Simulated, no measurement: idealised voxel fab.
The following process module bears the name voxel transistor to metal.
This is section cut - it's 265 nm across, gridded in 5 nm square cells.
When this document writes out a cross-section, it uses a grid of square cells and lists it as bands, beginning at the top and moving down, with a band standing for one or more rows of cells. Quick guide to a band line: top height, bottom height (nm) up front; then every material left to right with its width in nm. Only one material and it's marked "everywhere"? Then it fills the band edge to edge. And "blank" just means empty space. Measure heights from 0. That's the level where, below it, the as-received wafer is all one material. The lowest band is bottomless and extends downward; write it as in "top 0, no bottom". Width spec "30..40" -> top row of cells at first value, bottom row at second value, equal per-row change in between. Any step labelled "no modifications" changed none of the cells in the cross-section. Look at "Enclosed void inventory" for the closed voids: empty spaces with no open path to the top, sized 8 cells or up. Each is width x height at distance, distance from the left edge, all nm. Whatever follows a step's settings on its line is a remark the simulator itself makes about that step. A step line may carry the setting "overlay nm", which, for steps involving a mask, states the distance by which the mask lay to the right of its intended position; negative values denote displacement to the left.

## Process steps (planned)
1: RECEIVE (material Si)
2: CONFORMAL_DEP (material SiO2; thk nm 5)
3: CONFORMAL_DEP (material SiN; thk nm 10)
4: PATTERN (tone cover; mask id ACTIVE; material resist; width nm 105; pitch nm 125; thk nm 15; overlay nm 0)
5: DIRECTIONAL_ETCH (etch materials SiN; depth nm 10)
6: DIRECTIONAL_ETCH (etch materials SiO2; depth nm 5)
7: DIRECTIONAL_ETCH (etch materials Si; depth nm 35)
8: STRIP (etch materials resist)
9: OXIDIZE (depth nm 5)
10: FILL_DEP (material SiO2; thk nm 15)
11: CMP (height nm 15)
12: SELECTIVE_ETCH (etch materials SiO2; depth nm 5)
13: STRIP (etch materials SiN)
14: SELECTIVE_ETCH (etch materials SiO2; depth nm 5)
15: OXIDIZE (depth nm 5)
16: DIRECTIONAL_DEP (material polySi; thk nm 20)
17: DIRECTIONAL_DEP (material SiCN; thk nm 15)
18: PATTERN (tone cover; mask id GATE; material resist; width nm 25; pitch nm 125; thk nm 20; overlay nm 0)
19: DIRECTIONAL_ETCH (etch materials SiCN; depth nm 25)
20: DIRECTIONAL_ETCH (etch materials polySi; depth nm 30)
21: STRIP (etch materials resist)
22: CONFORMAL_DEP (material SiO2; thk nm 5)
23: DIRECTIONAL_ETCH (etch materials SiO2; depth nm 5)
24: CONFORMAL_DEP (material SiN; thk nm 5)
25: DIRECTIONAL_ETCH (etch materials SiN; depth nm 5)
26: DIRECTIONAL_ETCH (etch materials SiO2; depth nm 5)
27: DIRECTIONAL_ETCH (etch materials Si; depth nm 15)
28: EPI (material pSi; thk nm 20)
29: FILL_DEP (material SiO2; thk nm 5)
30: CMP (height nm 35)
31: DIRECTIONAL_DEP (material SiO2; thk nm 15)
32: MASKED_ETCH (tone open; mask id CONTACT; width nm 30; etch materials SiO2; depth nm 50; overlay nm 0)
33: CONFORMAL_DEP (material TiN; thk nm 5)
34: FILL_DEP (material W; thk nm 5)
35: CMP (height nm 50)
36: CONFORMAL_DEP (material SiCN; thk nm 5)
37: DIRECTIONAL_DEP (material lowk; thk nm 20)
38: MASKED_ETCH (tone open; mask id METAL_1; width nm 20; etch materials lowk; depth nm 20; overlay nm 0)
39: MASKED_ETCH (tone open; mask id METAL_1; width nm 20; etch materials SiCN; depth nm 5; overlay nm 0)
40: CONFORMAL_DEP (material TiN; thk nm 5)
41: FILL_DEP (material Cu; thk nm 5)
42: CMP (height nm 75)
43: CONFORMAL_DEP (material SiCN; thk nm 5)
44: DIRECTIONAL_DEP (material lowk; thk nm 35)
45: PATTERN (tone open; mask id METAL_2_HOLES; material resist; width nm 15; pitch nm 125; thk nm 15; overlay nm 0)
46: DIRECTIONAL_ETCH (etch materials lowk; depth nm 35)
47: STRIP (etch materials resist)
48: DIRECTIONAL_DEP (material aC; thk nm 10)
49: PATTERN (tone open; mask id METAL_2; material resist; width nm 20; pitch nm 125; thk nm 25; overlay nm 0)
50: DIRECTIONAL_ETCH (etch materials aC; depth nm 10)
51: STRIP (etch materials resist)
52: DIRECTIONAL_ETCH (etch materials lowk; depth nm 20)
53: DIRECTIONAL_ETCH (etch materials SiCN; depth nm 5)
54: STRIP (etch materials aC)
55: CONFORMAL_DEP (material TiN; thk nm 5)
56: FILL_DEP (material Cu; thk nm 10)
57: CMP (height nm 115)
58: CONFORMAL_DEP (material SiN; thk nm 5)

## So this is the incoming wafer in cross-section - it's already been through step 1
  top 0, no bottom = Si everywhere
  Enclosed void inventory: none

## Module complete, cross-section. Starting point and plan per above. One mistake made in running the module
  top 120, bottom 115 = SiN everywhere
  top 115, bottom 100 = lowk 20 / TiN 5 / Cu 10 / TiN 5 / lowk 105 / TiN 5 / Cu 10 / TiN 5 / lowk 100
  top 100, bottom 95 = lowk 20 / TiN 5 / Cu 5 / TiN 10 / lowk 105 / TiN 5 / Cu 5 / TiN 10 / lowk 100
  top 95, bottom 80 = lowk 20 / TiN 5 / Cu 5 / TiN 5 / lowk 110 / TiN 5 / Cu 5 / TiN 5 / lowk 105
  top 80, bottom 75 = SiCN 20 / TiN 15 / SiCN 110 / TiN 15 / SiCN 105
  top 75, bottom 55 = lowk 20 / TiN 5 / Cu 10 / TiN 5 / lowk 55 / TiN 5 / Cu 10 / TiN 5 / lowk 30 / TiN 5 / Cu 10 / TiN 5 / lowk 55 / TiN 5 / Cu 10 / TiN 5 / lowk 25
  top 55, bottom 50 = SiCN 20 / TiN 20 / SiCN 55 / TiN 20 / SiCN 30 / TiN 20 / SiCN 55 / TiN 20 / SiCN 25
  top 50, bottom 35 = SiO2 20 / TiN 5 / W 20 / TiN 5 / SiO2 35 / TiN 5 / W 20 / TiN 5 / SiO2 30 / TiN 5 / W 20 / TiN 5 / SiO2 35 / TiN 5 / W 20 / TiN 5 / SiO2 25
  top 35, bottom 20 = SiO2 20 / TiN 5 / W 20 / TiN 5 / SiN 5 / SiCN 25 / SiN 5 / TiN 5 / W 20 / TiN 5 / SiO2 30 / TiN 5 / W 20 / TiN 5 / SiN 5 / SiCN 25 / SiN 5 / TiN 5 / W 20 / TiN 5 / SiO2 25
  top 20, bottom 15 = SiO2 20 / TiN 30 / SiN 5 / polySi 25 / SiN 5 / TiN 30 / SiO2 30 / TiN 30 / SiN 5 / polySi 25 / SiN 5 / TiN 30 / SiO2 25
  top 15, bottom 0 = SiO2 20 / TiN 10 / pSi 20 / SiN 5 / polySi 25 / SiN 5 / pSi 20 / TiN 10 / SiO2 30 / TiN 10 / pSi 20 / SiN 5 / polySi 25 / SiN 5 / pSi 20 / TiN 10 / SiO2 25
  top 0, bottom -5 = SiO2 10 / SiN 5 / pSi 35 / SiN 5 / SiO2 25 / SiN 5 / pSi 35 / SiN 5 / SiO2 10 / SiN 5 / pSi 35 / SiN 5 / SiO2 25 / SiN 5 / pSi 35 / SiN 5 / SiO2 15
  top -5, bottom -10 = SiO2 15 / pSi 35 / Si 35 / pSi 35 / SiO2 20 / pSi 35 / Si 35 / pSi 35 / SiO2 20
  top -10, bottom -20 = SiO2 20 / pSi 30 / Si 35 / pSi 30 / SiO2 30 / pSi 30 / Si 35 / pSi 30 / SiO2 25
  top -20, bottom -40 = SiO2 20 / Si 95 / SiO2 30 / Si 95 / SiO2 25
  top -40, no bottom = Si everywhere
  Enclosed void inventory: none
Diagnosis: no execution of plan step 22; skipped
